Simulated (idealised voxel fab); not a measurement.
Name of the process module below: voxel fin reveal
Cross-sectional view cut (width: 245 nm; square cell size: 5 nm).
Square cells in a grid make up a cross-section in this document, and the grid is given as bands, listed from the top down, each one or more rows of cells.
Heads up on the band format: heights come first, top then bottom, in nm. After that it's the materials left to right, each with its width in nm. A single material flagged "throughout" fills the whole band edge to edge, and "air" means there's empty space there.
Convention: height 0 is the level below which the wafer, as received, is all one material. The lowest band does not terminate at the bottom but continues downward, represented as "0 -> down".
Quick explanation for "30..40": the width changes in equal steps down the rows of cells, from the first number in the band's top row to the second number in its bottom row.
A step reported as "no alterations made" is a step in which no cell of the cross-section changed.
"Fully closed voids" - sealed voids, min. 8 cells, no opening to top; format: width x height at distance (distance from left edge; nm throughout).
Where a step's line continues beyond its settings, the continuation is a remark by the simulator itself on that step.
Steps that use a mask can have "overlay nm" on their line. It says how far the mask sat to the right of where it was meant to be. Negative means to the left.

Below is the list of planned process steps:
1. RECEIVE | material Si
2. CONFORMAL_DEP | material SiN | thk nm 5
3. PATTERN | tone cover | mask id FINS | material resist | width nm 15 | pitch nm 35 | thk nm 20 | overlay nm 0
4. DIRECTIONAL_ETCH | etch materials SiN | depth nm 5
5. DIRECTIONAL_ETCH | etch materials Si | depth nm 40
6. STRIP | etch materials resist
7. OXIDIZE | depth nm 5
8. FILL_DEP | material SiO2 | thk nm 15
9. CMP | height nm 5
10. SELECTIVE_ETCH | etch materials SiO2 | depth nm 20
11. STRIP | etch materials SiN

The first of the two wafers, which ran as planned:

Cross-section, incoming material, after step 1:
  0 -> down: Si throughout
  Fully closed voids: none

Once step 2 is through, the wafer looks like this in cross-section:
  5 -> 0: SiN throughout
  No changes below 0.

Once step 3 is through, the wafer looks like this in cross-section:
  25 -> 5: air 80 | resist 15 | air 20 | resist 15 | air 20 | resist 15 | air 80
  No changes below 5.

Once step 4 is through, the wafer looks like this in cross-section:
  25 -> 5: air 80 | resist 15 | air 20 | resist 15 | air 20 | resist 15 | air 80
  5 -> 0: air 80 | SiN 15 | air 20 | SiN 15 | air 20 | SiN 15 | air 80
  No changes below 0.

Once step 5 is through, the wafer looks like this in cross-section:
  25 -> 5: air 80 | resist 15 | air 20 | resist 15 | air 20 | resist 15 | air 80
  5 -> 0: air 80 | SiN 15 | air 20 | SiN 15 | air 20 | SiN 15 | air 80
  0 -> -40: air 80 | Si 15 | air 20 | Si 15 | air 20 | Si 15 | air 80
  No changes below -40.

Once step 6 is through, the wafer looks like this in cross-section:
  5 -> 0: air 80 | SiN 15 | air 20 | SiN 15 | air 20 | SiN 15 | air 80
  No changes below 0.

Once step 7 is through, the wafer looks like this in cross-section:
  5 -> 0: air 80 | SiN 15 | air 20 | SiN 15 | air 20 | SiN 15 | air 80
  0 -> -40: air 80 | SiO2 5 | Si 5 | SiO2 5 | air 20 | SiO2 5 | Si 5 | SiO2 5 | air 20 | SiO2 5 | Si 5 | SiO2 5 | air 80
  -40 -> -45: SiO2 85 | Si 5 | SiO2 30 | Si 5 | SiO2 30 | Si 5 | SiO2 85
  No changes below -45.

Once step 8 is through, the wafer looks like this in cross-section:
  20 -> 5: SiO2 throughout
  5 -> 0: SiO2 80 | SiN 15 | SiO2 20 | SiN 15 | SiO2 20 | SiN 15 | SiO2 80
  0 -> -45: SiO2 85 | Si 5 | SiO2 30 | Si 5 | SiO2 30 | Si 5 | SiO2 85
  No changes below -45.

Once step 9 is through, the wafer looks like this in cross-section:
  5 -> 0: SiO2 80 | SiN 15 | SiO2 20 | SiN 15 | SiO2 20 | SiN 15 | SiO2 80
  No changes below 0.

Once step 10 is through, the wafer looks like this in cross-section:
  5 -> 0: air 80 | SiN 15 | air 20 | SiN 15 | air 20 | SiN 15 | air 80
  0 -> -15: air 85 | Si 5 | air 30 | Si 5 | air 30 | Si 5 | air 85
  No changes below -15.

Once step 11 is through, the wafer looks like this in cross-section:
  0 -> -15: air 85 | Si 5 | air 30 | Si 5 | air 30 | Si 5 | air 85
  No changes below -15.

Regarding the second of the two wafers: it shared the first wafer's starting condition and process plan, yet one error occurred during its execution. Its history coincides with that of the first wafer up to and including step 9:

Cross-section of the second wafer corresponding to the planned conclusion of step 10:
  5 -> 0: SiO2 80 | air 15 | SiO2 20 | air 15 | SiO2 20 | air 15 | SiO2 80
  No changes below 0.

Cross-section of the second wafer corresponding to the planned conclusion of step 11:
  0 -> -15: air 85 | Si 5 | air 30 | Si 5 | air 30 | Si 5 | air 85
  -15 -> -20: SiO2 60 | air 25 | Si 5 | air 30 | Si 5 | air 30 | Si 5 | air 25 | SiO2 60
  No changes below -20.
In executing the process, a mistake was made relative to the plan: steps 10 and 11: order swapped relative to plan
In the final state, the cell counts of the second wafer exceed or fall short of those of the first for the following materials: SiO2 -22
